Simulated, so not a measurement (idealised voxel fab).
Presented below is a process module, voxel self aligned vias.
The width of the displayed cross-section, cut, is 225 nm; its cells are square, with a size of 5 nm.
Cross-section spec: square-cell grid; bands listed top down; each band is one or more rows.
Quick guide to a band line: top height, bottom height (nm) up front; then every material left to right with its width in nm. Only one material and it's marked "throughout"? Then it fills the band edge to edge. And "air" just means empty space.
Where do heights start? At 0: under that level the wafer as delivered is made of one material only. And the lowest band has no floor; it just carries on downward, as in "0 nm and below".
Per-row width for "30->40": begins at first number (top row of band), ends at second number (bottom row), increment between rows held constant.
When a step is marked "nothing was modified", none of the cells in the cross-section changed during that step.
Empty spaces without an open route to the top, at least 8 cells in extent, make up the entry "Trapped voids"; each is given as width x height at distance, where the distance is measured from the left edge, and all are in nm.
It should be noted that, on the line of a given step, the content following the step's settings is a remark produced by the simulator itself with respect to that step.
overlay nm: where the mask lay relative to plan, measured to the right, on steps with a mask; negatives go left.

**Planned step list for the process**
step 1: op RECEIVE | material Si
step 2: op CONFORMAL_DEP | material SiO2 | thk nm 10
step 3: op CONFORMAL_DEP | material SiCN | thk nm 5
step 4: op DIRECTIONAL_DEP | material lowk | thk nm 20
step 5: op MASKED_ETCH | tone open | mask id LINES | width nm 30 | pitch nm 55 | etch materials lowk | depth nm 20 | overlay nm 0
step 6: op CONFORMAL_DEP | material TiN | thk nm 5
step 7: op FILL_DEP | material Ru | thk nm 10
step 8: op CMP | height nm 35
step 9: op SELECTIVE_ETCH | etch materials W Ru TiN | depth nm 5
step 10: op FILL_DEP | material SiN | thk nm 5
step 11: op CMP | height nm 35
step 12: op DIRECTIONAL_DEP | material lowk | thk nm 15
step 13: op DIRECTIONAL_DEP | material aC | thk nm 5
step 14: op PATTERN | tone open | mask id VIAS | material resist | width nm 40 | pitch nm 55 | thk nm 30 | overlay nm 0
step 15: op DIRECTIONAL_ETCH | etch materials aC | depth nm 10
step 16: op STRIP | etch materials resist
step 17: op DIRECTIONAL_ETCH | etch materials lowk | depth nm 15
step 18: op DIRECTIONAL_ETCH | etch materials SiN | depth nm 5
step 19: op STRIP | etch materials aC
step 20: op CONFORMAL_DEP | material TiN | thk nm 5
step 21: op FILL_DEP | material Ru | thk nm 10
step 22: op CMP | height nm 50
step 23: op CONFORMAL_DEP | material SiN | thk nm 5
Heads up: all these wafers start the same, and what changes between them is the thk nm in step 13. The value you see in the plan is just what the first wafer got.

**This is how the first of several wafers looked in cross-section when it arrived, which is after step 1**
> 0 nm and below = Si throughout
> Trapped voids: none

**Cross-section, first of several wafers, end of module, after last step 23**
> 55 nm to 50 nm = SiN throughout
> 50 nm to 40 nm = lowk 35; TiN 5; Ru 30; TiN 5; lowk 15; TiN 5; Ru 30; TiN 5; lowk 15; TiN 5; Ru 30; TiN 5; lowk 40
> 40 nm to 35 nm = lowk 35; TiN 10; Ru 20; TiN 10; lowk 15; TiN 10; Ru 20; TiN 10; lowk 15; TiN 10; Ru 20; TiN 10; lowk 40
> 35 nm to 30 nm = lowk 40; TiN 30; lowk 25; TiN 30; lowk 25; TiN 30; lowk 45
> 30 nm to 20 nm = lowk 40; TiN 5; Ru 20; TiN 5; lowk 25; TiN 5; Ru 20; TiN 5; lowk 25; TiN 5; Ru 20; TiN 5; lowk 45
> 20 nm to 15 nm = lowk 40; TiN 30; lowk 25; TiN 30; lowk 25; TiN 30; lowk 45
> 15 nm to 10 nm = SiCN throughout
> 10 nm to 0 nm = SiO2 throughout
> 0 nm and below = Si throughout
> Trapped voids: none

**Cross-sectional depiction of the last of several wafers upon completion of the module**
> 55 nm to 50 nm = SiN throughout
> 50 nm to 35 nm = lowk throughout
> 35 nm to 30 nm = lowk 40; SiN 30; lowk 25; SiN 30; lowk 25; SiN 30; lowk 45
> 30 nm to 20 nm = lowk 40; TiN 5; Ru 20; TiN 5; lowk 25; TiN 5; Ru 20; TiN 5; lowk 25; TiN 5; Ru 20; TiN 5; lowk 45
> 20 nm to 15 nm = lowk 40; TiN 30; lowk 25; TiN 30; lowk 25; TiN 30; lowk 45
> 15 nm to 10 nm = SiCN throughout
> 10 nm to 0 nm = SiO2 throughout
> 0 nm and below = Si throughout
> Trapped voids: none

**each wafer at the end: cells of each material gained (+) or lost (-) since it was received, then its closed voids**
thk nm 5, +72 Ru, +45 SiCN, +45 SiN, +90 SiO2, +72 TiN, +171 lowk, Trapped voids: none
thk nm 10, +72 Ru, +45 SiCN, +45 SiN, +90 SiO2, +72 TiN, +171 lowk, Trapped voids: none
thk nm 15, +24 Ru, +45 SiCN, +63 SiN, +90 SiO2, +30 TiN, +243 lowk, Trapped voids: none
thk nm 20, +24 Ru, +45 SiCN, +63 SiN, +90 SiO2, +30 TiN, +243 lowk, Trapped voids: none
thk nm 25, +24 Ru, +45 SiCN, +63 SiN, +90 SiO2, +30 TiN, +243 lowk, Trapped voids: none
